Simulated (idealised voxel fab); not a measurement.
Herein follows the process module entitled voxel wiring stack.
Pictured: cross-section cut, 280 nm wide, on a grid of 5 nm square cells.
Cross-section spec: square-cell grid; bands listed top down; each band is one or more rows. For a band, the entry starts with two heights in nm, that of the top and then that of the bottom, and carries on with the band's materials in order from left to right, each alongside its width in nm; the word "throughout" beside a single material means it fills the band edge to edge, and "empty" means empty space. Basically, 0 is our baseline, since under it the wafer straight out of the box is all one material. The bottom band has no lower end and keeps on going down, so it looks like "0 and below". The width entry "30 to 40" should be interpreted row by row: the top row of cells in the band takes the first number, the bottom row takes the second number, and the change between adjacent rows is uniform throughout. The designation "identical to before", where it is given for a processing step, indicates that no cell of the cross-section was altered in the course of that step. Any empty space of 8 cells or more lacking an open way to the top shows up in "Cavities, closed" as width x height at distance, distance from the left edge, in nm. Heads up: the bit after the settings on a step's line is the simulator's remark on that step. The line of a step may include "overlay nm". On a step with a mask, this value is how far to the right of its planned place the mask lay. A negative value means the mask lay to the left.
The process steps that were planned are listed below
1. RECEIVE | material Si
2. CONFORMAL_DEP | material SiO2 | thk nm 10
3. DIRECTIONAL_DEP | material TiN | thk nm 5
4. DIRECTIONAL_DEP | material Ru | thk nm 20
5. PATTERN | tone cover | mask id METAL_1 | material resist | width nm 20 | pitch nm 40 | thk nm 20 | overlay nm 0
6. DIRECTIONAL_ETCH | etch materials Ru | depth nm 20
7. DIRECTIONAL_ETCH | etch materials TiN | depth nm 5
8. STRIP | etch materials resist
9. FILL_DEP | material SiO2 | thk nm 10
10. CMP | height nm 35
11. CONFORMAL_DEP | material SiCN | thk nm 5
12. DIRECTIONAL_DEP | material lowk | thk nm 10
13. MASKED_ETCH | tone open | mask id PLUG_1 | width nm 15 | etch materials lowk | depth nm 10 | overlay nm 0
14. MASKED_ETCH | tone open | mask id PLUG_1 | width nm 15 | etch materials SiCN | depth nm 5 | overlay nm 0
15. CONFORMAL_DEP | material TiN | thk nm 5
16. FILL_DEP | material Ru | thk nm 10
17. CMP | height nm 50
18. CONFORMAL_DEP | material SiCN | thk nm 5
19. DIRECTIONAL_DEP | material SiO2 | thk nm 15
20. MASKED_ETCH | tone open | mask id METAL_2 | width nm 20 | pitch nm 40 | etch materials SiO2 | depth nm 15 | overlay nm 0
21. MASKED_ETCH | tone open | mask id METAL_2 | width nm 20 | pitch nm 40 | etch materials SiCN | depth nm 5 | overlay nm 0
22. CONFORMAL_DEP | material TiN | thk nm 5
23. FILL_DEP | material Ru | thk nm 10
24. CMP | height nm 70
25. EPI | material Ru | thk nm 5
26. FILL_DEP | material SiCN | thk nm 5
First of two wafers, with the run carried out as planned
Cross-section of the wafer upon arrival, representing the state reached after step 1
* 0 and below: Si throughout
* Cavities, closed: none
Take a look at the wafer's cross-section after step 2
* 10 down to 0: SiO2 throughout
* Nothing below the height 0 has changed.
Take a look at the wafer's cross-section after step 3
* 15 down to 10: TiN throughout
* Nothing below the height 10 has changed.
Take a look at the wafer's cross-section after step 4
* 35 down to 15: Ru throughout
* Nothing below the height 15 has changed.
Take a look at the wafer's cross-section after step 5
* 55 down to 35: empty=110; resist=20; empty=20; resist=20; empty=110
* Nothing below the height 35 has changed.
Take a look at the wafer's cross-section after step 6
* 55 down to 35: empty=110; resist=20; empty=20; resist=20; empty=110
* 35 down to 15: empty=110; Ru=20; empty=20; Ru=20; empty=110
* Nothing below the height 15 has changed.
Take a look at the wafer's cross-section after step 7
* 55 down to 35: empty=110; resist=20; empty=20; resist=20; empty=110
* 35 down to 15: empty=110; Ru=20; empty=20; Ru=20; empty=110
* 15 down to 10: empty=110; TiN=20; empty=20; TiN=20; empty=110
* Nothing below the height 10 has changed.
Take a look at the wafer's cross-section after step 8
* 35 down to 15: empty=110; Ru=20; empty=20; Ru=20; empty=110
* Nothing below the height 15 has changed.
Take a look at the wafer's cross-section after step 9
* 45 down to 35: SiO2 throughout
* 35 down to 15: SiO2=110; Ru=20; SiO2=20; Ru=20; SiO2=110
* 15 down to 10: SiO2=110; TiN=20; SiO2=20; TiN=20; SiO2=110
* Nothing below the height 10 has changed.
Take a look at the wafer's cross-section after step 10
* 35 down to 15: SiO2=110; Ru=20; SiO2=20; Ru=20; SiO2=110
* Nothing below the height 15 has changed.
Take a look at the wafer's cross-section after step 11
* 40 down to 35: SiCN throughout
* Nothing below the height 35 has changed.
Take a look at the wafer's cross-section after step 12
* 50 down to 40: lowk throughout
* Nothing below the height 40 has changed.
Take a look at the wafer's cross-section after step 13
* 50 down to 40: lowk=110; empty=15; lowk=155
* Nothing below the height 40 has changed.
Take a look at the wafer's cross-section after step 14
* 50 down to 40: lowk=110; empty=15; lowk=155
* 40 down to 35: SiCN=110; empty=15; SiCN=155
* Nothing below the height 35 has changed.
Take a look at the wafer's cross-section after step 15
* 55 down to 50: TiN=115; empty=5; TiN=160
* 50 down to 40: lowk=110; TiN=5; empty=5; TiN=5; lowk=155
* 40 down to 35: SiCN=110; TiN=15; SiCN=155
* Nothing below the height 35 has changed.
Take a look at the wafer's cross-section after step 16
* 65 down to 55: Ru throughout
* 55 down to 50: TiN=115; Ru=5; TiN=160
* 50 down to 40: lowk=110; TiN=5; Ru=5; TiN=5; lowk=155
* Nothing below the height 40 has changed.
Take a look at the wafer's cross-section after step 17
* 50 down to 40: lowk=110; TiN=5; Ru=5; TiN=5; lowk=155
* Nothing below the height 40 has changed.
Take a look at the wafer's cross-section after step 18
* 55 down to 50: SiCN throughout
* Nothing below the height 50 has changed.
Take a look at the wafer's cross-section after step 19
* 70 down to 55: SiO2 throughout
* Nothing below the height 55 has changed.
Take a look at the wafer's cross-section after step 20
* 70 down to 55: SiO2=110; empty=20; SiO2=20; empty=20; SiO2=110
* Nothing below the height 55 has changed.
Take a look at the wafer's cross-section after step 21
* 70 down to 55: SiO2=110; empty=20; SiO2=20; empty=20; SiO2=110
* 55 down to 50: SiCN=110; empty=20; SiCN=20; empty=20; SiCN=110
* Nothing below the height 50 has changed.
Take a look at the wafer's cross-section after step 22
* 75 down to 70: TiN=115; empty=10; TiN=30; empty=10; TiN=115
* 70 down to 55: SiO2=110; TiN=5; empty=10; TiN=5; SiO2=20; TiN=5; empty=10; TiN=5; SiO2=110
* 55 down to 50: SiCN=110; TiN=20; SiCN=20; TiN=20; SiCN=110
* Nothing below the height 50 has changed.
Take a look at the wafer's cross-section after step 23
* 85 down to 75: Ru throughout
* 75 down to 70: TiN=115; Ru=10; TiN=30; Ru=10; TiN=115
* 70 down to 55: SiO2=110; TiN=5; Ru=10; TiN=5; SiO2=20; TiN=5; Ru=10; TiN=5; SiO2=110
* Nothing below the height 55 has changed.
Take a look at the wafer's cross-section after step 24
* 70 down to 55: SiO2=110; TiN=5; Ru=10; TiN=5; SiO2=20; TiN=5; Ru=10; TiN=5; SiO2=110
* Nothing below the height 55 has changed.
Take a look at the wafer's cross-section after step 25
* 75 down to 70: empty=105; Ru=30; empty=10; Ru=30; empty=105
* Nothing below the height 70 has changed.
Take a look at the wafer's cross-section after step 26
* 80 down to 75: SiCN throughout
* 75 down to 70: SiCN=105; Ru=30; SiCN=10; Ru=30; SiCN=105
* Nothing below the height 70 has changed.
Second of two: same start, same plan, one run error; steps up to and including 23 match the first
The second wafer in cross-section, at the planned close of step 24
* 65 down to 55: SiO2=110; TiN=5; Ru=10; TiN=5; SiO2=20; TiN=5; Ru=10; TiN=5; SiO2=110
* Nothing below the height 55 has changed.
The second wafer in cross-section, at the planned close of step 25
* 70 down to 65: empty=105; Ru=30; empty=10; Ru=30; empty=105
* Nothing below the height 65 has changed.
The second wafer in cross-section, at the planned close of step 26
* 75 down to 70: SiCN throughout
* 70 down to 65: SiCN=105; Ru=30; SiCN=10; Ru=30; SiCN=105
* Nothing below the height 65 has changed.
what went wrong: heads up, step 24 didn't go per plan, it actually ran as CMP | height nm 65
Final cells, second wafer relative to first, materials higher or lower: Ru -4 | SiO2 -48 | TiN -4
